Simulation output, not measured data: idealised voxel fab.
Name of the process module below: voxel ribs on slabs
Section cut is 270 nm wide and gridded with 5 nm square cells.
How to read a cross-section here: the picture is a grid of square cells, written as bands going from the top down, and any band can span one or more rows of cells.
Band: top and bottom heights (nm) first, top before bottom; then materials from left to right, widths in nm. "all across" marks a sole material filling the band edge to edge. "air" denotes empty space.
Height 0 is the level under which the wafer as received is all one material. The lowest band goes on downwards, as in "0 -> down".
It should be noted that a width expressed as "30 to 40" varies in equal increments from row to row of cells within the band, taking the value of the first number at the top row and that of the second number at the bottom row.
Where a step carries "no alteration", the cross-section came out of it unchanged, cell for cell.
"Enclosed empty spaces" lists enclosed empty spaces (at least 8 cells, no open path upward to the top), each as width x height at distance from the left edge, in nm.
Post-settings text on a step line: simulator's own remark regarding the step.
"overlay nm" answers the question of how far to the right of plan the mask lay on a step that has a mask, and when it is negative the answer is to the left.

The process steps that were planned are listed below:
step 1: RECEIVE,material Si
step 2: DIRECTIONAL_DEP,material SiO2,thk nm 30
step 3: DIRECTIONAL_DEP,material SiN,thk nm 20
step 4: MASKED_ETCH,tone cover,mask id RIB,width nm 20,etch materials SiN,depth nm 15,overlay nm 0
step 5: MASKED_ETCH,tone cover,mask id SLAB,width nm 50,etch materials SiN,depth nm 5,overlay nm 0
step 6: FILL_DEP,material SiO2,thk nm 20
step 7: CMP,height nm 65
step 8: DIRECTIONAL_DEP,material TiN,thk nm 5
step 9: DIRECTIONAL_DEP,material aC,thk nm 15
step 10: PATTERN,tone cover,mask id HEATER,material resist,width nm 30,thk nm 35,overlay nm 0
step 11: DIRECTIONAL_ETCH,etch materials aC,depth nm 15
step 12: STRIP,etch materials resist
step 13: DIRECTIONAL_ETCH,etch materials TiN,depth nm 5
step 14: STRIP,etch materials aC
step 15: CONFORMAL_DEP,material SiO2,thk nm 5

Run as planned: first of two wafers:

As received (post step 1): cross-section:
* 0 -> down: Si all across
* Enclosed empty spaces: none

You're looking at a cross-section of the wafer after step 2:
* 30 -> 0: SiO2 all across
* Below 0, no change.

You're looking at a cross-section of the wafer after step 3:
* 50 -> 30: SiN all across
* Below 30, no change.

You're looking at a cross-section of the wafer after step 4:
* 50 -> 35: air: 125  SiN: 20  air: 125
* Below 35, no change.

You're looking at a cross-section of the wafer after step 5:
* 50 -> 35: air: 125  SiN: 20  air: 125
* 35 -> 30: air: 110  SiN: 50  air: 110
* Below 30, no change.

You're looking at a cross-section of the wafer after step 6:
* 70 -> 50: SiO2 all across
* 50 -> 35: SiO2: 125  SiN: 20  SiO2: 125
* 35 -> 30: SiO2: 110  SiN: 50  SiO2: 110
* Below 30, no change.

You're looking at a cross-section of the wafer after step 7:
* 65 -> 50: SiO2 all across
* Below 50, no change.

You're looking at a cross-section of the wafer after step 8:
* 70 -> 65: TiN all across
* Below 65, no change.

You're looking at a cross-section of the wafer after step 9:
* 85 -> 70: aC all across
* Below 70, no change.

You're looking at a cross-section of the wafer after step 10:
* 120 -> 85: air: 120  resist: 30  air: 120
* Below 85, no change.

You're looking at a cross-section of the wafer after step 11:
* 105 -> 85: air: 120  resist: 30  air: 120
* 85 -> 70: air: 120  aC: 30  air: 120
* Below 70, no change.

You're looking at a cross-section of the wafer after step 12:
* 85 -> 70: air: 120  aC: 30  air: 120
* Below 70, no change.

You're looking at a cross-section of the wafer after step 13:
* 85 -> 70: air: 120  aC: 30  air: 120
* 70 -> 65: air: 120  TiN: 30  air: 120
* Below 65, no change.

You're looking at a cross-section of the wafer after step 14:
* 70 -> 65: air: 120  TiN: 30  air: 120
* Below 65, no change.

You're looking at a cross-section of the wafer after step 15:
* 75 -> 70: air: 115  SiO2: 40  air: 115
* 70 -> 65: SiO2: 120  TiN: 30  SiO2: 120
* Below 65, no change.

What follows concerns the second wafer, which started out like the first and was meant to follow the very same plan; one mistake crept in when it was run, but everything up to and including step 4 is the same as for the first wafer:

Second wafer, cut view, end of step 5 per plan:
* 50 -> 35: air: 125  SiN: 20  air: 125
* 35 -> 30: air: 120  SiN: 50  air: 100
* Below 30, no change.

Second wafer, cut view, end of step 6 per plan:
* 70 -> 50: SiO2 all across
* 50 -> 35: SiO2: 125  SiN: 20  SiO2: 125
* 35 -> 30: SiO2: 120  SiN: 50  SiO2: 100
* Below 30, no change.

Second wafer, cut view, end of step 7 per plan:
* 65 -> 50: SiO2 all across
* Below 50, no change.

Second wafer, cut view, end of step 8 per plan:
* 70 -> 65: TiN all across
* Below 65, no change.

Second wafer, cut view, end of step 9 per plan:
* 85 -> 70: aC all across
* Below 70, no change.

Second wafer, cut view, end of step 10 per plan:
* 120 -> 85: air: 120  resist: 30  air: 120
* Below 85, no change.

Second wafer, cut view, end of step 11 per plan:
* 105 -> 85: air: 120  resist: 30  air: 120
* 85 -> 70: air: 120  aC: 30  air: 120
* Below 70, no change.

Second wafer, cut view, end of step 12 per plan:
* 85 -> 70: air: 120  aC: 30  air: 120
* Below 70, no change.

Second wafer, cut view, end of step 13 per plan:
* 85 -> 70: air: 120  aC: 30  air: 120
* 70 -> 65: air: 120  TiN: 30  air: 120
* Below 65, no change.

Second wafer, cut view, end of step 14 per plan:
* 70 -> 65: air: 120  TiN: 30  air: 120
* Below 65, no change.

Second wafer, cut view, end of step 15 per plan:
* 75 -> 70: air: 115  SiO2: 40  air: 115
* 70 -> 65: SiO2: 120  TiN: 30  SiO2: 120
* Below 65, no change.
Deviation from plan: the process deviated at step 5: the operation and settings actually run there were MASKED_ETCH,tone cover,mask id SLAB,width nm 50,etch materials SiN,depth nm 5,overlay nm 10
At the close, every material occupies the same number of cells on the second wafer as on the first, only in different positions.
